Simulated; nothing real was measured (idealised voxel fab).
Process module heading - voxel lift off
Cross-section cut: width 205 nm, square cells of 5 nm.
If you're reading a cross-section in this doc, picture square cells in a grid; it comes to you as bands, top ones listed first down to the bottom, and a band can be one or more rows of cells. It is stipulated that each band's entry specify, in nanometres, the height of the top of the band and then that of its bottom, followed by the materials of the band in left-to-right sequence, each together with its width in nanometres. A single material marked by the word "everywhere" is understood to fill the band from edge to edge; the word "empty" is understood to denote empty space. The level at which height equals 0 is the one under which the wafer, as it arrives, is entirely one material. No lower edge exists for the bottom band, which continues downward and is notated as in "0 -> down". Quick explanation for "30->40": the width changes in equal steps down the rows of cells, from the first number in the band's top row to the second number in its bottom row. Where the words "no modification" appear for a step, the cross-section shows no cell changed by that step; every cell remained as before. Reported under the label "Unvented cavities" are the empty spaces having no open way to the top and comprising 8 cells or more; the notation for each is width x height at distance, in which the distance is measured from the left edge and all three values are in nm. Post-settings text on a step line: simulator's own remark regarding the step. The optional step-line setting "overlay nm" applies to steps with a mask and quantifies how far to the right of its planned location the mask lay, a negative value indicating leftward placement.
This section lists the process steps that were planned:
| 1 | RECEIVE: material Si |
| 2 | CONFORMAL_DEP: material SiN, thk nm 15 |
| 3 | PATTERN: tone open, mask id LINES, material resist, width nm 15, pitch nm 40, thk nm 25, overlay nm 0 |
| 4 | DIRECTIONAL_DEP: material Ru, thk nm 15 |
| 5 | STRIP: etch materials resist |
| 6 | CONFORMAL_DEP: material SiN, thk nm 10 |
What follows covers the first of two wafers; it ran as planned:
Cross-section of the wafer as it came to us, i.e., already through step 1:
0 -> down: Si everywhere
Unvented cavities: none
Cross-section: wafer state after step 2:
15 -> 0: SiN everywhere
below 0: unchanged
Cross-section: wafer state after step 3:
40 -> 15: 55 nm resist  15 nm empty  25 nm resist  15 nm empty  25 nm resist  15 nm empty  55 nm resist
below 15: unchanged
Cross-section: wafer state after step 4:
55 -> 40: 55 nm Ru  15 nm empty  25 nm Ru  15 nm empty  25 nm Ru  15 nm empty  55 nm Ru
40 -> 30: 55 nm resist  15 nm empty  25 nm resist  15 nm empty  25 nm resist  15 nm empty  55 nm resist
30 -> 15: 55 nm resist  15 nm Ru  25 nm resist  15 nm Ru  25 nm resist  15 nm Ru  55 nm resist
below 15: unchanged
Cross-section: wafer state after step 5:
30 -> 15: 55 nm empty  15 nm Ru  25 nm empty  15 nm Ru  25 nm empty  15 nm Ru  55 nm empty
below 15: unchanged
Cross-section: wafer state after step 6:
40 -> 30: 45 nm empty  35 nm SiN  5 nm empty  35 nm SiN  5 nm empty  35 nm SiN  45 nm empty
30 -> 25: 45 nm empty  10 nm SiN  15 nm Ru  10 nm SiN  5 nm empty  10 nm SiN  15 nm Ru  10 nm SiN  5 nm empty  10 nm SiN  15 nm Ru  10 nm SiN  45 nm empty
25 -> 15: 55 nm SiN  15 nm Ru  25 nm SiN  15 nm Ru  25 nm SiN  15 nm Ru  55 nm SiN
below 15: unchanged
It is to be noted that the second wafer proceeded from the same initial state and according to the same plan as the first, although one mistake was committed in its execution; through step 2, inclusive, the two wafers share an identical history:
Second wafer at the planned finish of step 3, seen in cross-section:
40 -> 15: 55 nm empty  15 nm resist  25 nm empty  15 nm resist  25 nm empty  15 nm resist  55 nm empty
below 15: unchanged
Second wafer at the planned finish of step 4, seen in cross-section:
55 -> 40: 55 nm empty  15 nm Ru  25 nm empty  15 nm Ru  25 nm empty  15 nm Ru  55 nm empty
40 -> 30: 55 nm empty  15 nm resist  25 nm empty  15 nm resist  25 nm empty  15 nm resist  55 nm empty
30 -> 15: 55 nm Ru  15 nm resist  25 nm Ru  15 nm resist  25 nm Ru  15 nm resist  55 nm Ru
below 15: unchanged
Second wafer at the planned finish of step 5, seen in cross-section:
30 -> 15: 55 nm Ru  15 nm empty  25 nm Ru  15 nm empty  25 nm Ru  15 nm empty  55 nm Ru
below 15: unchanged
Second wafer at the planned finish of step 6, seen in cross-section:
40 -> 30: SiN everywhere
30 -> 15: 55 nm Ru  15 nm SiN  25 nm Ru  15 nm SiN  25 nm Ru  15 nm SiN  55 nm Ru
below 15: unchanged
In executing the process, a mistake was made relative to the plan: it should be noted that step 3 was executed with settings other than those planned, the operation and settings actually applied being PATTERN: tone cover, mask id LINES, material resist, width nm 15, pitch nm 40, thk nm 25, overlay nm 0
Materials where the second wafer ends with more or fewer cells than the first: 69 more of Ru; 9 fewer of SiN
